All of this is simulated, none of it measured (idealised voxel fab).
process module | voxel fin reveal
cross-section cut | 285 nm wide | cells 5 nm
A cross-section is a grid of square cells, given in bands from the top down. A band is one or more rows of cells.
Each band's line starts with the height of the band's top and of its bottom, in nm. Then come its materials from left to right, each with its width in nm. One material with "throughout" fills the band from edge to edge. "air" is empty space.
Height 0 is the level under which the wafer as received is all one material. The lowest band goes on downwards, as in "0 down".
A width such as "30 to 40" changes by the same amount from each row of cells to the next, from the band's top row to its bottom row.
"no change" after a step means that no cell of the cross-section changed.
closed voids: empty space of 8 cells or more with no open way to the top, each as width x height at its distance from the left edge, in nm
after a step's settings: what the simulator itself notes on the step
overlay nm, on a step with a mask: how far to the right of its planned place the mask lay; to the left if negative
plan
1 op RECEIVE | material Si
2 op CONFORMAL_DEP | material SiN | thk nm 5
3 op DIRECTIONAL_DEP | material aC | thk nm 10
4 op PATTERN | tone cover | mask id FINS | material resist | width nm 15 | pitch nm 45 | thk nm 30 | overlay nm 0
5 op DIRECTIONAL_ETCH | etch materials aC | depth nm 10
6 op STRIP | etch materials resist
7 op DIRECTIONAL_ETCH | etch materials SiN | depth nm 5
8 op DIRECTIONAL_ETCH | etch materials Si | depth nm 40
9 op STRIP | etch materials aC
10 op FILL_DEP | material SiO2 | thk nm 15
11 op CMP | height nm 5
12 op SELECTIVE_ETCH | etch materials SiO2 | depth nm 20
13 op STRIP | etch materials SiN
14 op CONFORMAL_DEP | material SiO2 | thk nm 5
as received, after step 1
  0 down: Si throughout
  closed voids: none
first wafer at the end, as planned
  5 to 0: air 85 | SiO2 25 | air 20 | SiO2 25 | air 20 | SiO2 25 | air 85
  0 to -10: air 85 | SiO2 5 | Si 15 | SiO2 5 | air 20 | SiO2 5 | Si 15 | SiO2 5 | air 20 | SiO2 5 | Si 15 | SiO2 5 | air 85
  -10 to -40: SiO2 90 | Si 15 | SiO2 30 | Si 15 | SiO2 30 | Si 15 | SiO2 90
  -40 down: Si throughout
  closed voids: none
second wafer at the end: like start, like plan, one mistake
  5 to 0: air 85 | SiO2 25 | air 20 | SiO2 25 | air 20 | SiO2 25 | air 85
  0 to -10: air 85 | SiO2 5 | Si 15 | SiO2 5 | air 20 | SiO2 5 | Si 15 | SiO2 5 | air 20 | SiO2 5 | Si 15 | SiO2 5 | air 85
  -10 to -15: SiO2 75 | air 10 | SiO2 5 | Si 15 | SiO2 5 | air 20 | SiO2 5 | Si 15 | SiO2 5 | air 20 | SiO2 5 | Si 15 | SiO2 5 | air 10 | SiO2 75
  -15 to -40: SiO2 90 | Si 15 | SiO2 30 | Si 15 | SiO2 30 | Si 15 | SiO2 90
  -40 down: Si throughout
  closed voids: none
what went wrong: steps 12 and 13 were swapped
at the end the second wafer has, in cells: 12 fewer of SiO2
